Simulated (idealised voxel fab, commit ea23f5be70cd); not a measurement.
The following is a process module called voxel self aligned vias.
The cross-section shown here is cut; it is 250 nm wide and divided into square cells measuring 5 nm on a side.
The cross-sections in this document take the form of a grid made of square cells. They are written out as bands, in order from top to bottom. Each band consists of one or more rows of cells. Heights first: top, then bottom, in nm. Then materials, left to right, each with a width in nm. "all across" on a single material: fills the band edge to edge. "blank": empty space. Zero point of the height axis is 0; under it, received wafer = one material. Lowest band: continues down indefinitely, "from 0 down". Width: "30..40" (first number = top row, second number = bottom row, same change from row to row of cells). Step note "remained unchanged" = no cross-section cell changed. Listed in "Sealed cavities": every empty space of 8 or more cells without an open way to the top. Form: width x height at distance, the distance being from the left edge, all in nm. Whatever follows a step's settings on its line is a remark the simulator itself makes about that step. "overlay nm", when on a step's line for a step with a mask, measures how far to the right of its planned place the mask lay; a negative measure means to the left.

Planned step list for the process
1) RECEIVE (material Si)
2) CONFORMAL_DEP (material SiO2; thk nm 15)
3) CONFORMAL_DEP (material SiCN; thk nm 5)
4) DIRECTIONAL_DEP (material SiO2; thk nm 20)
5) MASKED_ETCH (tone open; mask id LINES; width nm 20; pitch nm 60; etch materials SiO2; depth nm 20; overlay nm 0)
6) CONFORMAL_DEP (material TiN; thk nm 5)
7) FILL_DEP (material Ru; thk nm 5)
8) CMP (height nm 40)
9) SELECTIVE_ETCH (etch materials W Ru TiN; depth nm 10)
10) FILL_DEP (material SiN; thk nm 5)
11) CMP (height nm 40)
12) DIRECTIONAL_DEP (material SiO2; thk nm 15)
13) PATTERN (tone open; mask id VIAS; material resist; width nm 30; pitch nm 120; thk nm 20; overlay nm 0)
14) DIRECTIONAL_ETCH (etch materials SiO2; depth nm 15)
15) DIRECTIONAL_ETCH (etch materials SiN; depth nm 10)
16) STRIP (etch materials resist)
17) CONFORMAL_DEP (material TiN; thk nm 5)
18) FILL_DEP (material Ru; thk nm 10)
19) CMP (height nm 55)
20) CONFORMAL_DEP (material SiN; thk nm 5)

So this is the incoming wafer in cross-section - it's already been through step 1
> from 0 down  Si all across
> Sealed cavities: none

Figure: cross-sectional view of the wafer upon completion of the module, processed from the initial state and according to the plan depicted above, with one error introduced during execution
> from 60 to 55  SiN all across
> from 55 to 45  SiO2: 50 | TiN: 5 | Ru: 20 | TiN: 5 | SiO2: 90 | TiN: 5 | Ru: 20 | TiN: 5 | SiO2: 50
> from 45 to 40  SiO2: 50 | TiN: 30 | SiO2: 90 | TiN: 30 | SiO2: 50
> from 40 to 30  SiN: 50 | TiN: 5 | SiO2: 20 | TiN: 5 | SiN: 35 | SiO2: 20 | SiN: 35 | TiN: 5 | SiO2: 20 | TiN: 5 | SiN: 50
> from 30 to 25  Ru: 50 | TiN: 5 | SiO2: 20 | TiN: 5 | Ru: 30 | TiN: 5 | SiO2: 20 | TiN: 5 | Ru: 30 | TiN: 5 | SiO2: 20 | TiN: 5 | Ru: 50
> from 25 to 20  TiN: 55 | SiO2: 20 | TiN: 40 | SiO2: 20 | TiN: 40 | SiO2: 20 | TiN: 55
> from 20 to 15  SiCN all across
> from 15 to 0  SiO2 all across
> from 0 down  Si all across
> Sealed cavities: none
Deviation noted in wafer processing: step 5 ran with different settings than intended, the actual operation and settings being MASKED_ETCH (tone cover; mask id LINES; width nm 20; pitch nm 60; etch materials SiO2; depth nm 20; overlay nm 0)
